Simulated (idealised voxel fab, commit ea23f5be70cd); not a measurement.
Module name: voxel wiring stack (process module)
It is cross-section cut that appears here, measuring 155 nm in width, its square cells being 5 nm in size.
In this document a cross-section is written as a grid of square cells. It is given as a series of bands, listed from the top down, and a band is one or more rows of cells. First you get the band's top height and its bottom height, in nm, and then the materials it's made of, left to right, with each width in nm. If you see a single material with "throughout", that one covers the band edge to edge. "empty" is empty space. The reference from which all heights are counted is 0, the level beneath which the as-received wafer is entirely one material; the lowest band, having no lower bound, proceeds downward and is written after the example "z 0 and below". So if you see something like "30->40" for the width, read it as the top row of the band sitting at the first number and the bottom row at the second, with every row in between moving by the same amount as the last. "changes: none", as given for a step, is the statement that not any cell of the cross-section underwent a change during that step. "Internal closed voids" contains a list of empty spaces, each no smaller than 8 cells and without an open way to the top, written in the form width x height at distance with the distance from the left edge and all three in nm. Read whatever lies past the settings on a step's line as the simulator's own remark about the step. overlay nm: mask offset rightward from planned place, masked step; negative means leftward offset.
**Intended process steps**
| 1 | RECEIVE [material Si] |
| 2 | CONFORMAL_DEP [material SiO2] [thk nm 10] |
| 3 | CONFORMAL_DEP [material SiN] [thk nm 5] |
| 4 | DIRECTIONAL_DEP [material SiO2] [thk nm 15] |
| 5 | MASKED_ETCH [tone open] [mask id METAL_1] [width nm 30] [pitch nm 60] [etch materials SiO2] [depth nm 15] [overlay nm 0] |
| 6 | MASKED_ETCH [tone open] [mask id METAL_1] [width nm 30] [pitch nm 60] [etch materials SiN] [depth nm 5] [overlay nm 0] |
| 7 | CONFORMAL_DEP [material TiN] [thk nm 5] |
| 8 | FILL_DEP [material Ru] [thk nm 10] |
| 9 | CMP [height nm 30] |
| 10 | CONFORMAL_DEP [material SiCN] [thk nm 5] |
| 11 | DIRECTIONAL_DEP [material lowk] [thk nm 15] |
| 12 | DIRECTIONAL_DEP [material aC] [thk nm 10] |
| 13 | PATTERN [tone open] [mask id PLUG_1] [material resist] [width nm 15] [thk nm 30] [overlay nm 0] |
| 14 | DIRECTIONAL_ETCH [etch materials aC] [depth nm 10] |
| 15 | STRIP [etch materials resist] |
| 16 | DIRECTIONAL_ETCH [etch materials lowk] [depth nm 15] |
| 17 | DIRECTIONAL_ETCH [etch materials SiCN] [depth nm 5] |
| 18 | STRIP [etch materials aC] |
| 19 | CONFORMAL_DEP [material TiN] [thk nm 5] |
| 20 | FILL_DEP [material Cu] [thk nm 5] |
| 21 | CMP [height nm 50] |
| 22 | DIRECTIONAL_DEP [material TiN] [thk nm 5] |
| 23 | DIRECTIONAL_DEP [material W] [thk nm 25] |
| 24 | PATTERN [tone cover] [mask id METAL_2] [material resist] [width nm 30] [pitch nm 60] [thk nm 20] [overlay nm 0] |
| 25 | DIRECTIONAL_ETCH [etch materials W] [depth nm 25] |
| 26 | DIRECTIONAL_ETCH [etch materials TiN] [depth nm 5] |
| 27 | STRIP [etch materials resist] |
| 28 | FILL_DEP [material lowk] [thk nm 10] |
| 29 | CMP [height nm 80] |
| 30 | CONFORMAL_DEP [material SiCN] [thk nm 5] |
| 31 | DIRECTIONAL_DEP [material SiO2] [thk nm 30] |
| 32 | MASKED_ETCH [tone open] [mask id METAL_3_HOLES] [width nm 15] [etch materials SiO2] [depth nm 30] [overlay nm 0] |
| 33 | MASKED_ETCH [tone open] [mask id METAL_3] [width nm 30] [pitch nm 60] [etch materials SiO2] [depth nm 20] [overlay nm 0] |
| 34 | MASKED_ETCH [tone open] [mask id METAL_3] [width nm 30] [pitch nm 60] [etch materials SiCN] [depth nm 5] [overlay nm 0] |
| 35 | CONFORMAL_DEP [material TiN] [thk nm 5] |
| 36 | FILL_DEP [material Ru] [thk nm 10] |
| 37 | CMP [height nm 115] |
| 38 | CONFORMAL_DEP [material SiCN] [thk nm 5] |
| 39 | DIRECTIONAL_DEP [material lowk] [thk nm 10] |
| 40 | PATTERN [tone open] [mask id PLUG_3] [material resist] [width nm 15] [pitch nm 60] [thk nm 15] [overlay nm 0] |
| 41 | DIRECTIONAL_ETCH [etch materials lowk] [depth nm 10] |
| 42 | DIRECTIONAL_ETCH [etch materials SiCN] [depth nm 5] |
| 43 | STRIP [etch materials resist] |
| 44 | EPI [material Ru] [thk nm 10] |
| 45 | EPI [material Ru] [thk nm 5] |
| 46 | CONFORMAL_DEP [material SiCN] [thk nm 5] |
| 47 | DIRECTIONAL_DEP [material lowk] [thk nm 20] |
| 48 | PATTERN [tone open] [mask id METAL_4] [material resist] [width nm 30] [pitch nm 60] [thk nm 15] [overlay nm 0] |
| 49 | DIRECTIONAL_ETCH [etch materials lowk] [depth nm 20] |
| 50 | DIRECTIONAL_ETCH [etch materials SiCN] [depth nm 5] |
| 51 | STRIP [etch materials resist] |
| 52 | CONFORMAL_DEP [material TiN] [thk nm 5] |
| 53 | FILL_DEP [material Cu] [thk nm 5] |
| 54 | CMP [height nm 155] |
| 55 | CONFORMAL_DEP [material SiCN] [thk nm 5] |
**As-received state of the wafer in cross-section, equivalent to post-step 1**
- z 0 and below | Si throughout
- Internal closed voids: none
**Module complete, cross-section. Starting point and plan per above. One mistake made in running the module**
- z 160 to 155 | SiCN throughout
- z 155 to 145 | 30 of lowk  5 of TiN  20 of Cu  5 of TiN  30 of lowk  5 of TiN  20 of Cu  5 of TiN  35 of lowk
- z 145 to 140 | 15 of lowk  15 of SiCN  30 of TiN  15 of lowk  15 of SiCN  30 of TiN  35 of lowk
- z 140 to 135 | 15 of lowk  5 of SiCN  35 of Ru  5 of SiCN  15 of lowk  5 of SiCN  35 of Ru  5 of SiCN  35 of lowk
- z 135 to 130 | 20 of SiCN  35 of Ru  25 of SiCN  35 of Ru  40 of SiCN
- z 130 to 120 | 30 of lowk  15 of Ru  45 of lowk  15 of Ru  50 of lowk
- z 120 to 115 | 30 of SiCN  15 of Ru  45 of SiCN  15 of Ru  50 of SiCN
- z 115 to 100 | 30 of SiO2  5 of TiN  20 of Ru  5 of TiN  30 of SiO2  5 of TiN  20 of Ru  5 of TiN  35 of SiO2
- z 100 to 95 | 30 of SiO2  5 of TiN  5 of Ru  20 of TiN  30 of SiO2  30 of TiN  35 of SiO2
- z 95 to 85 | 30 of SiO2  5 of TiN  5 of Ru  5 of TiN  110 of SiO2
- z 85 to 80 | 30 of SiCN  15 of TiN  110 of SiCN
- z 80 to 55 | 30 of lowk  30 of W  30 of lowk  30 of W  35 of lowk
- z 55 to 50 | 30 of lowk  30 of TiN  30 of lowk  30 of TiN  35 of lowk
- z 50 to 35 | 30 of lowk  5 of TiN  5 of Cu  5 of TiN  110 of lowk
- z 35 to 30 | 30 of SiCN  15 of TiN  110 of SiCN
- z 30 to 15 | 30 of SiO2  5 of TiN  20 of Ru  5 of TiN  30 of SiO2  5 of TiN  20 of Ru  5 of TiN  35 of SiO2
- z 15 to 10 | 30 of SiN  30 of TiN  30 of SiN  30 of TiN  35 of SiN
- z 10 to 0 | SiO2 throughout
- z 0 and below | Si throughout
- Internal closed voids: none
Where did the run depart from the plan? step 44, plan: ran twice
